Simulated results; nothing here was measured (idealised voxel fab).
process module | voxel gate over fins
The width of the displayed cross-section, cut, is 240 nm; its cells are square, with a size of 5 nm.
Reading order for cross-sections: top band down to bottom band. Underlying form: a grid of square cells. Band size: one or more rows of cells.
Band: top and bottom heights (nm) first, top before bottom; then materials from left to right, widths in nm. "full width" marks a sole material filling the band edge to edge. "empty" denotes empty space.
We count height from 0. Below that, the starting wafer is all one material. The lowest band never ends at the bottom but goes on down; see "0 and below" for how that is written.
Quick explanation for "30->40": the width changes in equal steps down the rows of cells, from the first number in the band's top row to the second number in its bottom row.
When a step is marked "left unchanged", none of the cells in the cross-section changed during that step.
Under "Voids, sealed" you'll find the enclosed gaps, the ones with no way out to the top, that are 8 cells or bigger; each reads width x height at distance, with distance counted from the left edge, everything in nm.
Heads up: the bit after the settings on a step's line is the simulator's remark on that step.
On any step carrying a mask, the "overlay nm" setting, if present on the step's line, tells how far right of its planned place the mask lay; negative values point to the left.
LISTED BELOW ARE THE PROCESS STEPS AS PLANNED
step 1: RECEIVE | material Si
step 2: CONFORMAL_DEP | material SiN | thk nm 5
step 3: DIRECTIONAL_DEP | material aC | thk nm 15
step 4: PATTERN | tone cover | mask id FINS | material resist | width nm 15 | pitch nm 50 | thk nm 35 | overlay nm 0
step 5: DIRECTIONAL_ETCH | etch materials aC | depth nm 15
step 6: STRIP | etch materials resist
step 7: DIRECTIONAL_ETCH | etch materials SiN | depth nm 5
step 8: DIRECTIONAL_ETCH | etch materials Si | depth nm 35
step 9: STRIP | etch materials aC
step 10: OXIDIZE | depth nm 5
step 11: FILL_DEP | material SiO2 | thk nm 15
step 12: CMP | height nm 5
step 13: MASKED_ETCH | tone open | mask id RAIL | width nm 15 | etch materials SiO2 | depth nm 35 | overlay nm 0
step 14: CONFORMAL_DEP | material TiN | thk nm 5
step 15: FILL_DEP | material W | thk nm 5
step 16: CMP | height nm 5
step 17: SELECTIVE_ETCH | etch materials W Ru TiN | depth nm 20
step 18: FILL_DEP | material SiO2 | thk nm 5
step 19: CMP | height nm 5
step 20: SELECTIVE_ETCH | etch materials SiO2 | depth nm 15
step 21: STRIP | etch materials SiN
step 22: CONFORMAL_DEP | material HfO2 | thk nm 5
step 23: CONFORMAL_DEP | material TiN | thk nm 5
step 24: CONFORMAL_DEP | material TiAl | thk nm 5
step 25: CONFORMAL_DEP | material TiN | thk nm 5
step 26: FILL_DEP | material W | thk nm 15
step 27: CMP | height nm 30
step 28: CONFORMAL_DEP | material SiCN | thk nm 5
DELIVERED WAFER IN CROSS-SECTION: STATE AFTER STEP 1
> 0 and below | Si full width
> Voids, sealed: none
FINAL WAFER PROFILE IN CROSS-SECTION AFTER THE MODULE, FROM THE SAME START AND PLAN AS ABOVE, WITH ONE MISTAKE MADE DURING PROCESSING
> 35 down to 30 | SiCN full width
> 30 down to 15 | W full width
> 15 down to 5 | 75 nm W  35 nm TiN  15 nm W  35 nm TiN  80 nm W
> 5 down to 0 | 85 nm TiN  15 nm HfO2  35 nm TiN  15 nm HfO2  90 nm TiN
> 0 down to -5 | 85 nm TiN  5 nm HfO2  5 nm Si  5 nm HfO2  35 nm TiN  5 nm HfO2  5 nm Si  5 nm HfO2  90 nm TiN
> -5 down to -10 | 90 nm HfO2  5 nm Si  45 nm HfO2  5 nm Si  95 nm HfO2
> -10 down to -15 | 90 nm SiO2  5 nm Si  45 nm SiO2  5 nm Si  95 nm SiO2
> -15 down to -25 | 90 nm SiO2  5 nm Si  15 nm SiO2  5 nm TiN  5 nm W  5 nm TiN  15 nm SiO2  5 nm Si  95 nm SiO2
> -25 down to -30 | 90 nm SiO2  5 nm Si  15 nm SiO2  15 nm TiN  15 nm SiO2  5 nm Si  95 nm SiO2
> -30 down to -40 | 90 nm SiO2  5 nm Si  45 nm SiO2  5 nm Si  95 nm SiO2
> -40 and below | Si full width
> Voids, sealed: none
Deviation from plan: it should be noted that step 24 of the plan was omitted and was not performed
